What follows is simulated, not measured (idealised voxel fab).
Process module, titled voxel self aligned contacts
We display cut, a cross-section 200 nm in width whose square cells are each 5 nm.
Heads up, the way a cross-section reads in here is a grid of square cells, handed over as bands from the top down, with every band being one or more rows of cells.
A band entry consists of two parts. The first gives the height of the band's top and the height of its bottom, in nm. The rest lists the band's materials from left to right, each with its width in nm. A single material labelled with the word "full width" fills the band from edge to edge, and the word "air" marks empty space.
A quick word on heights: they are counted from 0, and under that level the wafer as it came to us is one material throughout. The lowest band is different from the rest in having no bottom; it simply continues downward, written as in "z 0 and below".
The expression "30->40" gives the width at the extremes of the band, the first number at its top row of cells and the second at its bottom row, with the width changing by equal amounts from each row to the next in between.
A step reported as "all unchanged" is a step in which no cell of the cross-section changed.
The entry titled "Closed void listing" provides the empty spaces that have no open way to the top, restricted to those of 8 cells or more. Each is presented as width x height at distance, the distance being measured from the left edge, with all three in nm.
after a step's settings: what the simulator itself notes on the step
"overlay nm", when on a step's line for a step with a mask, measures how far to the right of its planned place the mask lay; a negative measure means to the left.
### plan
1. op RECEIVE | material Si
2. op OXIDIZE | depth nm 5
3. op DIRECTIONAL_DEP | material polySi | thk nm 30
4. op DIRECTIONAL_DEP | material SiN | thk nm 20
5. op DIRECTIONAL_DEP | material aC | thk nm 15
6. op PATTERN | tone cover | mask id GATE | material resist | width nm 25 | pitch nm 60 | thk nm 35 | overlay nm 0
7. op DIRECTIONAL_ETCH | etch materials aC | depth nm 15
8. op STRIP | etch materials resist
9. op DIRECTIONAL_ETCH | etch materials SiN | depth nm 20
10. op DIRECTIONAL_ETCH | etch materials polySi | depth nm 30
11. op STRIP | etch materials aC
12. op CONFORMAL_DEP | material SiN | thk nm 10
13. op DIRECTIONAL_ETCH | etch materials SiN | depth nm 10
14. op FILL_DEP | material SiO2 | thk nm 20
15. op CMP | height nm 60
16. op PATTERN | tone open | mask id CONTACT | material resist | width nm 45 | pitch nm 60 | thk nm 15 | overlay nm 0
17. op DIRECTIONAL_ETCH | etch materials SiO2 | depth nm 65
18. op STRIP | etch materials resist
19. op CONFORMAL_DEP | material TiN | thk nm 5
20. op FILL_DEP | material Ru | thk nm 10
21. op CMP | height nm 60
22. op CONFORMAL_DEP | material SiCN | thk nm 5
### Here's what the wafer looked like in cross-section when it arrived - that's after step 1
  z 0 and below: Si full width
  Closed void listing: none
### First wafer of two, sectioned at end of module; run went per plan
  z 65 to 60: SiCN full width
  z 60 to 50: 45 SiO2, 5->20 TiN, 35->5 Ru, 5->20 TiN, 15 SiO2, 5->20 TiN, 35->5 Ru, 5->20 TiN, 50 SiO2
  z 50 to 30: 15 SiO2, 45 SiN, 5 TiN, 5 Ru, 5 TiN, 45 SiN, 5 TiN, 5 Ru, 5 TiN, 45 SiN, 20 SiO2
  z 30 to 0: 15 SiO2, 10 SiN, 25 polySi, 10 SiN, 5 TiN, 5 Ru, 5 TiN, 10 SiN, 25 polySi, 10 SiN, 5 TiN, 5 Ru, 5 TiN, 10 SiN, 25 polySi, 10 SiN, 20 SiO2
  z 0 to -5: 60 SiO2, 15 TiN, 45 SiO2, 15 TiN, 65 SiO2
  z -5 and below: Si full width
  Closed void listing: none
### Cross-section at end of module for the second wafer of two, which matched the first in starting point and plan and differed by one mistake in its processing
  z 65 to 60: SiCN full width
  z 60 to 50: 45 SiO2, 5->20 TiN, 35->10 Ru, 5->15 TiN, 15 SiO2, 5->20 TiN, 35->10 Ru, 5->15 TiN, 50 SiO2
  z 50 to 30: 20 SiO2, 40 SiN, 5 TiN, 10 Ru, 5 TiN, 40 SiN, 5 TiN, 10 Ru, 5 TiN, 40 SiN, 20 SiO2
  z 30 to 0: 20 SiO2, 10 SiN, 20 polySi, 10 SiN, 5 TiN, 10 Ru, 5 TiN, 10 SiN, 20 polySi, 10 SiN, 5 TiN, 10 Ru, 5 TiN, 10 SiN, 20 polySi, 10 SiN, 20 SiO2
  z 0 to -5: 60 SiO2, 20 TiN, 40 SiO2, 20 TiN, 60 SiO2
  z -5 and below: Si full width
  Closed void listing: none
In executing the process, a mistake was made relative to the plan: not per plan at step 6, really ran op PATTERN | tone cover | mask id GATE | material resist | width nm 20 | pitch nm 60 | thk nm 35 | overlay nm 0
Count the cells at the end and the second wafer has more or fewer of some materials than the first: Ru +22, SiN -12, SiO2 +8, polySi -18
